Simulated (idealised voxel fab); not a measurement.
A process module follows: voxel plated lines.
Cross-section cut: width 230 nm, square cells of 5 nm.
Cross-section = grid of square cells, listed top down in bands; band = one or more rows.
The band entry comprises the height of the band's top followed by the height of its bottom, expressed in nm, and subsequently the band's materials from left to right, each stated together with its width in nm. Where a single material is marked with the word "all across", that material fills the band from edge to edge. The word "empty" represents empty space.
Heights are expressed relative to 0, this being the level below which the as-received wafer comprises one material exclusively. The lowest band is unbounded in the downward direction and is denoted as in "0 nm and below".
The expression "30->40" gives the width at the extremes of the band, the first number at its top row of cells and the second at its bottom row, with the width changing by equal amounts from each row to the next in between.
"no change" for a step: no cell of the cross-section changed in that step.
Closed-off voids of 8+ cells (no open route to the top) go in "Fully sealed cavities", written width x height at distance from the left edge, in nm.
Post-settings text on a step line: simulator's own remark regarding the step.
overlay nm: right-of-plan distance of the mask on a masked step; negative values mean left-of-plan.

The following list gives the planned process steps
- 1: RECEIVE, material Si
- 2: CONFORMAL_DEP, material Al2O3, thk nm 5
- 3: DIRECTIONAL_DEP, material TiN, thk nm 5
- 4: PATTERN, tone open, mask id LINES, material resist, width nm 20, pitch nm 50, thk nm 25, overlay nm 0
- 5: EPI, material Ru, thk nm 5
- 6: EPI, material Ru, thk nm 10
- 7: STRIP, etch materials resist
- 8: DIRECTIONAL_ETCH, etch materials TiN, depth nm 5
- 9: CONFORMAL_DEP, material SiN, thk nm 5

Wafer at receipt (post step 1), cross-section
  0 nm and below  Si all across
  Fully sealed cavities: none

End-of-module XS, first of two wafers, run as planned
  30 nm to 25 nm  empty 50  SiN 30  empty 20  SiN 30  empty 20  SiN 30  empty 50
  25 nm to 10 nm  empty 50  SiN 5  Ru 20  SiN 5  empty 20  SiN 5  Ru 20  SiN 5  empty 20  SiN 5  Ru 20  SiN 5  empty 50
  10 nm to 5 nm  SiN 55  TiN 20  SiN 30  TiN 20  SiN 30  TiN 20  SiN 55
  5 nm to 0 nm  Al2O3 all across
  0 nm and below  Si all across
  Fully sealed cavities: none

Cross-section of the latter of the two wafers at module completion. It had an identical start and an identical plan to the former; in running it, one mistake was made
  30 nm to 25 nm  SiN all across
  25 nm to 10 nm  Ru all across
  10 nm to 5 nm  TiN all across
  5 nm to 0 nm  Al2O3 all across
  0 nm and below  Si all across
  Fully sealed cavities: none
What broke from the plan during processing? step 4 of the plan was omitted and not executed
Cell-count delta at end, second wafer over first, by material: +102 Ru; -24 SiN; +34 TiN
